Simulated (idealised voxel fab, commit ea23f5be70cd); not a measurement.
Presented below is a process module, voxel self aligned vias.
In the cross-section labelled cut, the width is 270 nm and each square cell is 5 nm.
A cross-section is a grid of square cells, given in bands from the top down. A band is one or more rows of cells. Band entry format. Leading values: height of top, height of bottom, nm. Remainder: materials in left-to-right order, each with its width in nm. Special words: "edge to edge" on a single material, which then fills the band edge to edge; "empty", empty space. Heights are expressed relative to 0, this being the level below which the as-received wafer comprises one material exclusively. The lowest band is unbounded in the downward direction and is denoted as in "0 and below". The expression "30..40" gives the width at the extremes of the band, the first number at its top row of cells and the second at its bottom row, with the width changing by equal amounts from each row to the next in between. A step reported as "everything unchanged" is a step in which no cell of the cross-section changed. So "Closed void register" is basically the list of trapped voids: any empty space of 8 cells or more that can't reach the top through an opening. They're written width x height at distance, the distance being from the left edge, and it's all nm. Formally, on a step line, whatever follows the settings is a remark that the simulator itself makes on the step. overlay nm: for a step with a mask, the amount by which the mask lay right of where it was planned; a negative amount means left of it.
**Intended process steps**
1: RECEIVE,material Si
2: CONFORMAL_DEP,material SiO2,thk nm 15
3: CONFORMAL_DEP,material SiCN,thk nm 5
4: DIRECTIONAL_DEP,material SiO2,thk nm 20
5: DIRECTIONAL_DEP,material aC,thk nm 10
6: PATTERN,tone open,mask id LINES,material resist,width nm 30,pitch nm 70,thk nm 25,overlay nm 0
7: DIRECTIONAL_ETCH,etch materials aC,depth nm 10
8: STRIP,etch materials resist
9: DIRECTIONAL_ETCH,etch materials SiO2,depth nm 20
10: STRIP,etch materials aC
11: CONFORMAL_DEP,material TiN,thk nm 5
12: FILL_DEP,material Ru,thk nm 5
13: CMP,height nm 40
14: SELECTIVE_ETCH,etch materials W Ru TiN,depth nm 10
15: FILL_DEP,material SiN,thk nm 10
16: CMP,height nm 40
17: DIRECTIONAL_DEP,material SiO2,thk nm 20
18: PATTERN,tone open,mask id VIAS,material resist,width nm 50,thk nm 15,overlay nm 0
19: DIRECTIONAL_ETCH,etch materials SiO2,depth nm 20
20: DIRECTIONAL_ETCH,etch materials SiN,depth nm 10
21: STRIP,etch materials resist
22: CONFORMAL_DEP,material TiN,thk nm 5
23: FILL_DEP,material W,thk nm 10
24: CMP,height nm 60
25: CONFORMAL_DEP,material SiCN,thk nm 5
**Cross-section, incoming material, after step 1**
0 and below = Si edge to edge
Closed void register: none
**Starting wafer: above. Plan: above. Run: one mistake. Cross-section after the module: below**
65 down to 60 = SiCN edge to edge
60 down to 55 = TiN (80), then W (40), then TiN (150)
55 down to 40 = SiO2 (75), then TiN (5), then W (40), then TiN (5), then SiO2 (145)
40 down to 35 = SiO2 (75), then TiN (15), then W (20), then TiN (15), then SiO2 (30), then SiN (30), then SiO2 (85)
35 down to 30 = SiO2 (85), then TiN (30), then SiO2 (40), then SiN (30), then SiO2 (85)
30 down to 25 = SiO2 (85), then TiN (5), then Ru (20), then TiN (5), then SiO2 (40), then TiN (5), then Ru (20), then TiN (5), then SiO2 (85)
25 down to 20 = SiO2 (85), then TiN (30), then SiO2 (40), then TiN (30), then SiO2 (85)
20 down to 15 = SiCN edge to edge
15 down to 0 = SiO2 edge to edge
0 and below = Si edge to edge
Closed void register: none
Deviation noted in wafer processing: step 17 ran with different settings than intended, the actual operation and settings being DIRECTIONAL_DEP,material SiO2,thk nm 15
